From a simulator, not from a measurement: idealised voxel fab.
The following process module bears the name voxel double patterning.
Xsec cut, 180 nm wide, square cell size 5 nm.
Format of a cross-section: grid, square cells. Given as bands. Order: top down. Band: one or more rows of cells. Basically the band line says how high the top is and how high the bottom is, in nm, and then what's in it from left to right, every material with its width in nm. Empty space shows up as "empty", and if a single material carries "everywhere" it runs the full band edge to edge. A quick word on heights: they are counted from 0, and under that level the wafer as it came to us is one material throughout. The lowest band is different from the rest in having no bottom; it simply continues downward, written as in "from 0 down". Graded width ("30..40"): value in top row of band = first number; value in bottom row = second number; row-to-row change constant. A step reported as "no alterations made" is a step in which no cell of the cross-section changed. "Closed void roster" lists enclosed empty spaces (at least 8 cells, no open path upward to the top), each as width x height at distance from the left edge, in nm. On a step's line, text after the settings is the simulator commenting on that step. On any step carrying a mask, the "overlay nm" setting, if present on the step's line, tells how far right of its planned place the mask lay; negative values point to the left.
BELOW IS THE LIST OF PLANNED PROCESS STEPS
1 RECEIVE: material Si
2 CONFORMAL_DEP: material SiO2, thk nm 10
3 DIRECTIONAL_DEP: material polySi, thk nm 10
4 DIRECTIONAL_DEP: material SiN, thk nm 10
5 MASKED_ETCH: tone open, mask id FIRST, width nm 15, pitch nm 50, etch materials SiN, depth nm 10, overlay nm 0
6 DIRECTIONAL_DEP: material aC, thk nm 15
7 PATTERN: tone open, mask id SECOND, material resist, width nm 15, thk nm 35, overlay nm 0
8 DIRECTIONAL_ETCH: etch materials aC, depth nm 15
9 STRIP: etch materials resist
10 DIRECTIONAL_ETCH: etch materials SiN, depth nm 10
11 STRIP: etch materials aC
12 DIRECTIONAL_ETCH: etch materials polySi, depth nm 10
13 STRIP: etch materials SiN
SHOWN IN CROSS-SECTION IS THE WAFER AS RECEIVED, THAT IS, AS IT STANDS AFTER STEP 1
	from 0 down = Si everywhere
	Closed void roster: none
CROSS-SECTIONAL IMAGE OF THE FIRST OF TWO WAFERS AT THE END OF THE MODULE, THE RUN HAVING PROCEEDED AS PLANNED
	from 20 to 10 = polySi 55, then empty 15, then polySi 10, then empty 15, then polySi 10, then empty 15, then polySi 60
	from 10 to 0 = SiO2 everywhere
	from 0 down = Si everywhere
	Closed void roster: none
CROSS-SECTION, WAFER TWO OF TWO, END OF MODULE: SAME START AND PLAN AS WAFER ONE, ONE ERROR IN EXECUTION
	from 25 to 15 = polySi 55, then empty 15, then polySi 10, then empty 15, then polySi 10, then empty 15, then polySi 60
	from 15 to 10 = polySi everywhere
	from 10 to 0 = SiO2 everywhere
	from 0 down = Si everywhere
	Closed void roster: none
Processing error: step 3 ran as: DIRECTIONAL_DEP: material polySi, thk nm 15
Wafer comparison, final, in cells, second relative to first, materials more or fewer: 36 more of polySi
